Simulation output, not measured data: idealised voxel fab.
process module | voxel ribs on slabs
cross-section cut | 175 nm wide | cells 5 nm
A cross-section is a grid of square cells, given in bands from the top down. A band is one or more rows of cells.
Each band's line starts with the height of the band's top and of its bottom, in nm. Then come its materials from left to right, each with its width in nm. One material with "throughout" fills the band from edge to edge. "air" is empty space.
Height 0 is the level under which the wafer as received is all one material. The lowest band goes on downwards, as in "0 down".
A width such as "30 to 40" changes by the same amount from each row of cells to the next, from the band's top row to its bottom row.
"no change" after a step means that no cell of the cross-section changed.
closed voids: empty space of 8 cells or more with no open way to the top, each as width x height at its distance from the left edge, in nm
after a step's settings: what the simulator itself notes on the step
overlay nm, on a step with a mask: how far to the right of its planned place the mask lay; to the left if negative
plan
1 op RECEIVE | material Si
2 op DIRECTIONAL_DEP | material SiO2 | thk nm 25
3 op DIRECTIONAL_DEP | material SiN | thk nm 15
4 op MASKED_ETCH | tone cover | mask id RIB | width nm 30 | etch materials SiN | depth nm 10 | overlay nm 0
5 op DIRECTIONAL_DEP | material aC | thk nm 10
6 op PATTERN | tone cover | mask id SLAB | material resist | width nm 60 | thk nm 30 | overlay nm 0
7 op DIRECTIONAL_ETCH | etch materials aC | depth nm 10
8 op STRIP | etch materials resist
9 op DIRECTIONAL_ETCH | etch materials SiN | depth nm 5
10 op STRIP | etch materials aC
11 op FILL_DEP | material SiO2 | thk nm 20
12 op CMP | height nm 55
13 op DIRECTIONAL_DEP | material TiN | thk nm 10
14 op MASKED_ETCH | tone cover | mask id HEATER | width nm 40 | etch materials TiN | depth nm 10 | overlay nm 0
15 op CONFORMAL_DEP | material SiN | thk nm 10
as received, after step 1
  0 down: Si throughout
  closed voids: none
first wafer at the end, as planned
  75 to 65: air 55 | SiN 60 | air 60
  65 to 55: SiN 65 | TiN 40 | SiN 70
  55 to 40: SiO2 throughout
  40 to 30: SiO2 70 | SiN 30 | SiO2 75
  30 to 25: SiO2 55 | SiN 60 | SiO2 60
  25 to 0: SiO2 throughout
  0 down: Si throughout
  closed voids: none
second wafer at the end: like start, like plan, one mistake
  75 to 65: air 55 | SiN 60 | air 60
  65 to 55: SiN 65 | TiN 40 | SiN 70
  55 to 15: SiO2 throughout
  15 to 0: SiN throughout
  0 down: Si throughout
  closed voids: none
what went wrong: steps 2 and 3 were swapped
at the end the second wafer has, in cells: 81 more of SiN | 81 fewer of SiO2
